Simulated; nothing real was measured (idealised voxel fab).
This section sets out a process module, namely voxel capacitor over wiring.
The cross-section on display is named cut; it measures 165 nm wide, and its cells are 5 nm squares.
If you're reading a cross-section in this doc, picture square cells in a grid; it comes to you as bands, top ones listed first down to the bottom, and a band can be one or more rows of cells.
Each band's line starts with the height of the band's top and of its bottom, in nm. Then come its materials from left to right, each with its width in nm. One material with "all across" fills the band from edge to edge. "empty" is empty space.
Ref level 0: as-received wafer is one material below here. Bottom band extends down with no lower bound ("0 and below").
A width such as "30->40" changes by the same amount from each row of cells to the next, from the band's top row to its bottom row.
Take "everything unchanged" at face value: in the step it is given for, the cross-section changed in none of its cells.
Any empty space of 8 cells or more lacking an open way to the top shows up in "Closed void register" as width x height at distance, distance from the left edge, in nm.
Read whatever lies past the settings on a step's line as the simulator's own remark about the step.
"overlay nm" on a masked step: distance the mask lay right of its planned place, negative for left.

Steps planned for the process
1,RECEIVE [material Si]
2,CONFORMAL_DEP [material SiO2] [thk nm 15]
3,CONFORMAL_DEP [material SiN] [thk nm 5]
4,DIRECTIONAL_DEP [material SiO2] [thk nm 25]
5,PATTERN [tone open] [mask id METAL_1] [material resist] [width nm 20] [pitch nm 75] [thk nm 20] [overlay nm 0]
6,DIRECTIONAL_ETCH [etch materials SiO2] [depth nm 25]
7,DIRECTIONAL_ETCH [etch materials SiN] [depth nm 5]
8,STRIP [etch materials resist]
9,CONFORMAL_DEP [material TiN] [thk nm 5]
10,FILL_DEP [material Ru] [thk nm 5]
11,CMP [height nm 45]
12,EPI [material Ru] [thk nm 5]
13,FILL_DEP [material SiCN] [thk nm 5]
14,DIRECTIONAL_DEP [material SiO2] [thk nm 20]
15,MASKED_ETCH [tone open] [mask id PLUG_1] [width nm 15] [etch materials SiO2] [depth nm 20] [overlay nm 0]
16,MASKED_ETCH [tone open] [mask id PLUG_1] [width nm 15] [etch materials SiCN] [depth nm 5] [overlay nm 0]
17,EPI [material Ru] [thk nm 10]
18,EPI [material Ru] [thk nm 10]
19,EPI [material Ru] [thk nm 5]
20,DIRECTIONAL_DEP [material TiN] [thk nm 5]
21,DIRECTIONAL_DEP [material SiN] [thk nm 5]
22,DIRECTIONAL_DEP [material TiN] [thk nm 5]
23,DIRECTIONAL_DEP [material aC] [thk nm 15]
24,PATTERN [tone cover] [mask id UPPER_PLATE] [material resist] [width nm 60] [thk nm 30] [overlay nm 0]
25,DIRECTIONAL_ETCH [etch materials aC] [depth nm 15]
26,STRIP [etch materials resist]
27,DIRECTIONAL_ETCH [etch materials TiN] [depth nm 5]
28,DIRECTIONAL_ETCH [etch materials SiN] [depth nm 5]
29,STRIP [etch materials aC]
30,MASKED_ETCH [tone cover] [mask id LOWER_PLATE] [width nm 70] [etch materials TiN] [depth nm 5] [overlay nm 0]
31,FILL_DEP [material SiO2] [thk nm 20]
32,CMP [height nm 105]
33,DIRECTIONAL_DEP [material aC] [thk nm 15]
34,PATTERN [tone open] [mask id PLUG_2] [material resist] [width nm 15] [thk nm 35] [overlay nm 0]
35,DIRECTIONAL_ETCH [etch materials aC] [depth nm 15]
36,STRIP [etch materials resist]
37,DIRECTIONAL_ETCH [etch materials SiO2] [depth nm 15]
38,STRIP [etch materials aC]
39,CONFORMAL_DEP [material TiN] [thk nm 5]
40,FILL_DEP [material Ru] [thk nm 5]
41,CMP [height nm 105]
42,CONFORMAL_DEP [material SiN] [thk nm 5]

Account of the first of two wafers, which was processed as intended

As received (post step 1): cross-section
  0 and below: Si all across
  Closed void register: none

You're looking at a cross-section of the wafer after step 2
  15 down to 0: SiO2 all across
  All layers under 0 are left as they were.

You're looking at a cross-section of the wafer after step 3
  20 down to 15: SiN all across
  All layers under 15 are left as they were.

You're looking at a cross-section of the wafer after step 4
  45 down to 20: SiO2 all across
  All layers under 20 are left as they were.

You're looking at a cross-section of the wafer after step 5
  65 down to 45: resist=35 / empty=20 / resist=55 / empty=20 / resist=35
  All layers under 45 are left as they were.

You're looking at a cross-section of the wafer after step 6
  65 down to 45: resist=35 / empty=20 / resist=55 / empty=20 / resist=35
  45 down to 20: SiO2=35 / empty=20 / SiO2=55 / empty=20 / SiO2=35
  All layers under 20 are left as they were.

You're looking at a cross-section of the wafer after step 7
  65 down to 45: resist=35 / empty=20 / resist=55 / empty=20 / resist=35
  45 down to 20: SiO2=35 / empty=20 / SiO2=55 / empty=20 / SiO2=35
  20 down to 15: SiN=35 / empty=20 / SiN=55 / empty=20 / SiN=35
  All layers under 15 are left as they were.

You're looking at a cross-section of the wafer after step 8
  45 down to 20: SiO2=35 / empty=20 / SiO2=55 / empty=20 / SiO2=35
  All layers under 20 are left as they were.

You're looking at a cross-section of the wafer after step 9
  50 down to 45: TiN=40 / empty=10 / TiN=65 / empty=10 / TiN=40
  45 down to 20: SiO2=35 / TiN=5 / empty=10 / TiN=5 / SiO2=55 / TiN=5 / empty=10 / TiN=5 / SiO2=35
  20 down to 15: SiN=35 / TiN=20 / SiN=55 / TiN=20 / SiN=35
  All layers under 15 are left as they were.

You're looking at a cross-section of the wafer after step 10
  55 down to 50: Ru all across
  50 down to 45: TiN=40 / Ru=10 / TiN=65 / Ru=10 / TiN=40
  45 down to 20: SiO2=35 / TiN=5 / Ru=10 / TiN=5 / SiO2=55 / TiN=5 / Ru=10 / TiN=5 / SiO2=35
  All layers under 20 are left as they were.

You're looking at a cross-section of the wafer after step 11
  45 down to 20: SiO2=35 / TiN=5 / Ru=10 / TiN=5 / SiO2=55 / TiN=5 / Ru=10 / TiN=5 / SiO2=35
  All layers under 20 are left as they were.

You're looking at a cross-section of the wafer after step 12
  50 down to 45: empty=30 / Ru=30 / empty=45 / Ru=30 / empty=30
  All layers under 45 are left as they were.

You're looking at a cross-section of the wafer after step 13
  55 down to 50: SiCN all across
  50 down to 45: SiCN=30 / Ru=30 / SiCN=45 / Ru=30 / SiCN=30
  All layers under 45 are left as they were.

You're looking at a cross-section of the wafer after step 14
  75 down to 55: SiO2 all across
  All layers under 55 are left as they were.

You're looking at a cross-section of the wafer after step 15
  75 down to 55: SiO2=40 / empty=15 / SiO2=110
  All layers under 55 are left as they were.

You're looking at a cross-section of the wafer after step 16
  75 down to 55: SiO2=40 / empty=15 / SiO2=110
  55 down to 50: SiCN=40 / empty=15 / SiCN=110
  All layers under 50 are left as they were.

You're looking at a cross-section of the wafer after step 17
  75 down to 60: SiO2=40 / empty=15 / SiO2=110
  60 down to 55: SiO2=40 / Ru=15 / SiO2=110
  55 down to 50: SiCN=40 / Ru=15 / SiCN=110
  All layers under 50 are left as they were.

You're looking at a cross-section of the wafer after step 18
  75 down to 70: SiO2=40 / empty=15 / SiO2=110
  70 down to 55: SiO2=40 / Ru=15 / SiO2=110
  All layers under 55 are left as they were.

You're looking at a cross-section of the wafer after step 19
  75 down to 55: SiO2=40 / Ru=15 / SiO2=110
  All layers under 55 are left as they were.

You're looking at a cross-section of the wafer after step 20
  80 down to 75: TiN all across
  All layers under 75 are left as they were.

You're looking at a cross-section of the wafer after step 21
  85 down to 80: SiN all across
  All layers under 80 are left as they were.

You're looking at a cross-section of the wafer after step 22
  90 down to 85: TiN all across
  All layers under 85 are left as they were.

You're looking at a cross-section of the wafer after step 23
  105 down to 90: aC all across
  All layers under 90 are left as they were.

You're looking at a cross-section of the wafer after step 24
  135 down to 105: empty=40 / resist=60 / empty=65
  All layers under 105 are left as they were.

You're looking at a cross-section of the wafer after step 25
  120 down to 105: empty=40 / resist=60 / empty=65
  105 down to 90: empty=40 / aC=60 / empty=65
  All layers under 90 are left as they were.

You're looking at a cross-section of the wafer after step 26
  105 down to 90: empty=40 / aC=60 / empty=65
  All layers under 90 are left as they were.

You're looking at a cross-section of the wafer after step 27
  105 down to 90: empty=40 / aC=60 / empty=65
  90 down to 85: empty=40 / TiN=60 / empty=65
  All layers under 85 are left as they were.

You're looking at a cross-section of the wafer after step 28
  105 down to 90: empty=40 / aC=60 / empty=65
  90 down to 85: empty=40 / TiN=60 / empty=65
  85 down to 80: empty=40 / SiN=60 / empty=65
  All layers under 80 are left as they were.

You're looking at a cross-section of the wafer after step 29
  90 down to 85: empty=40 / TiN=60 / empty=65
  All layers under 85 are left as they were.

You're looking at a cross-section of the wafer after step 30
  90 down to 85: empty=40 / TiN=60 / empty=65
  85 down to 80: empty=40 / SiN=60 / empty=65
  80 down to 75: empty=35 / TiN=70 / empty=60
  All layers under 75 are left as they were.

You're looking at a cross-section of the wafer after step 31
  110 down to 90: SiO2 all across
  90 down to 85: SiO2=40 / TiN=60 / SiO2=65
  85 down to 80: SiO2=40 / SiN=60 / SiO2=65
  80 down to 75: SiO2=35 / TiN=70 / SiO2=60
  All layers under 75 are left as they were.

You're looking at a cross-section of the wafer after step 32
  105 down to 90: SiO2 all across
  All layers under 90 are left as they were.

You're looking at a cross-section of the wafer after step 33
  120 down to 105: aC all across
  All layers under 105 are left as they were.

You're looking at a cross-section of the wafer after step 34
  155 down to 120: resist=50 / empty=15 / resist=100
  All layers under 120 are left as they were.

You're looking at a cross-section of the wafer after step 35
  140 down to 120: resist=50 / empty=15 / resist=100
  120 down to 105: aC=50 / empty=15 / aC=100
  All layers under 105 are left as they were.

You're looking at a cross-section of the wafer after step 36
  120 down to 105: aC=50 / empty=15 / aC=100
  All layers under 105 are left as they were.

You're looking at a cross-section of the wafer after step 37
  120 down to 105: aC=50 / empty=15 / aC=100
  105 down to 90: SiO2=50 / empty=15 / SiO2=100
  All layers under 90 are left as they were.

You're looking at a cross-section of the wafer after step 38
  105 down to 90: SiO2=50 / empty=15 / SiO2=100
  All layers under 90 are left as they were.

You're looking at a cross-section of the wafer after step 39
  110 down to 105: TiN=55 / empty=5 / TiN=105
  105 down to 95: SiO2=50 / TiN=5 / empty=5 / TiN=5 / SiO2=100
  95 down to 85: SiO2=50->40 / TiN=15->60 / SiO2=100->65
  All layers under 85 are left as they were.

You're looking at a cross-section of the wafer after step 40
  115 down to 110: Ru all across
  110 down to 105: TiN=55 / Ru=5 / TiN=105
  105 down to 95: SiO2=50 / TiN=5 / Ru=5 / TiN=5 / SiO2=100
  All layers under 95 are left as they were.

You're looking at a cross-section of the wafer after step 41
  105 down to 95: SiO2=50 / TiN=5 / Ru=5 / TiN=5 / SiO2=100
  All layers under 95 are left as they were.

You're looking at a cross-section of the wafer after step 42
  110 down to 105: SiN all across
  All layers under 105 are left as they were.

Second of two: same start, same plan, one run error; steps up to and including 14 match the first

Second wafer, cross-section, planned end of step 15
  75 down to 55: SiO2=40 / empty=20 / SiO2=105
  All layers under 55 are left as they were.

Second wafer, cross-section, planned end of step 16
  75 down to 55: SiO2=40 / empty=20 / SiO2=105
  55 down to 50: SiCN=40 / empty=15 / SiCN=110
  All layers under 50 are left as they were.

Second wafer, cross-section, planned end of step 17
  75 down to 60: SiO2=40 / empty=20 / SiO2=105
  60 down to 55: SiO2=40 / Ru=20 / SiO2=105
  55 down to 50: SiCN=40 / Ru=15 / SiCN=110
  All layers under 50 are left as they were.

Second wafer, cross-section, planned end of step 18
  75 down to 70: SiO2=40 / empty=20 / SiO2=105
  70 down to 55: SiO2=40 / Ru=20 / SiO2=105
  All layers under 55 are left as they were.

Second wafer, cross-section, planned end of step 19
  75 down to 55: SiO2=40 / Ru=20 / SiO2=105
  All layers under 55 are left as they were.

Second wafer, cross-section, planned end of step 20
  80 down to 75: TiN all across
  All layers under 75 are left as they were.

Second wafer, cross-section, planned end of step 21
  85 down to 80: SiN all across
  All layers under 80 are left as they were.

Second wafer, cross-section, planned end of step 22
  90 down to 85: TiN all across
  All layers under 85 are left as they were.

Second wafer, cross-section, planned end of step 23
  105 down to 90: aC all across
  All layers under 90 are left as they were.

Second wafer, cross-section, planned end of step 24
  135 down to 105: empty=40 / resist=60 / empty=65
  All layers under 105 are left as they were.

Second wafer, cross-section, planned end of step 25
  120 down to 105: empty=40 / resist=60 / empty=65
  105 down to 90: empty=40 / aC=60 / empty=65
  All layers under 90 are left as they were.

Second wafer, cross-section, planned end of step 26
  105 down to 90: empty=40 / aC=60 / empty=65
  All layers under 90 are left as they were.

Second wafer, cross-section, planned end of step 27
  105 down to 90: empty=40 / aC=60 / empty=65
  90 down to 85: empty=40 / TiN=60 / empty=65
  All layers under 85 are left as they were.

Second wafer, cross-section, planned end of step 28
  105 down to 90: empty=40 / aC=60 / empty=65
  90 down to 85: empty=40 / TiN=60 / empty=65
  85 down to 80: empty=40 / SiN=60 / empty=65
  All layers under 80 are left as they were.

Second wafer, cross-section, planned end of step 29
  90 down to 85: empty=40 / TiN=60 / empty=65
  All layers under 85 are left as they were.

Second wafer, cross-section, planned end of step 30
  90 down to 85: empty=40 / TiN=60 / empty=65
  85 down to 80: empty=40 / SiN=60 / empty=65
  80 down to 75: empty=35 / TiN=70 / empty=60
  All layers under 75 are left as they were.

Second wafer, cross-section, planned end of step 31
  110 down to 90: SiO2 all across
  90 down to 85: SiO2=40 / TiN=60 / SiO2=65
  85 down to 80: SiO2=40 / SiN=60 / SiO2=65
  80 down to 75: SiO2=35 / TiN=70 / SiO2=60
  All layers under 75 are left as they were.

Second wafer, cross-section, planned end of step 32
  105 down to 90: SiO2 all across
  All layers under 90 are left as they were.

Second wafer, cross-section, planned end of step 33
  120 down to 105: aC all across
  All layers under 105 are left as they were.

Second wafer, cross-section, planned end of step 34
  155 down to 120: resist=50 / empty=15 / resist=100
  All layers under 120 are left as they were.

Second wafer, cross-section, planned end of step 35
  140 down to 120: resist=50 / empty=15 / resist=100
  120 down to 105: aC=50 / empty=15 / aC=100
  All layers under 105 are left as they were.

Second wafer, cross-section, planned end of step 36
  120 down to 105: aC=50 / empty=15 / aC=100
  All layers under 105 are left as they were.

Second wafer, cross-section, planned end of step 37
  120 down to 105: aC=50 / empty=15 / aC=100
  105 down to 90: SiO2=50 / empty=15 / SiO2=100
  All layers under 90 are left as they were.

Second wafer, cross-section, planned end of step 38
  105 down to 90: SiO2=50 / empty=15 / SiO2=100
  All layers under 90 are left as they were.

Second wafer, cross-section, planned end of step 39
  110 down to 105: TiN=55 / empty=5 / TiN=105
  105 down to 95: SiO2=50 / TiN=5 / empty=5 / TiN=5 / SiO2=100
  95 down to 85: SiO2=50->40 / TiN=15->60 / SiO2=100->65
  All layers under 85 are left as they were.

Second wafer, cross-section, planned end of step 40
  115 down to 110: Ru all across
  110 down to 105: TiN=55 / Ru=5 / TiN=105
  105 down to 95: SiO2=50 / TiN=5 / Ru=5 / TiN=5 / SiO2=100
  All layers under 95 are left as they were.

Second wafer, cross-section, planned end of step 41
  105 down to 95: SiO2=50 / TiN=5 / Ru=5 / TiN=5 / SiO2=100
  All layers under 95 are left as they were.

Second wafer, cross-section, planned end of step 42
  110 down to 105: SiN all across
  All layers under 105 are left as they were.
Deviation from plan: step 15 was processed under conditions differing from the plan, specifically as MASKED_ETCH [tone open] [mask id PLUG_1] [width nm 20] [etch materials SiO2] [depth nm 20] [overlay nm 0]
Looking at both finished wafers in cells, the second ends up ahead of or behind the first on some materials: Ru: 4 more, SiO2: 4 fewer
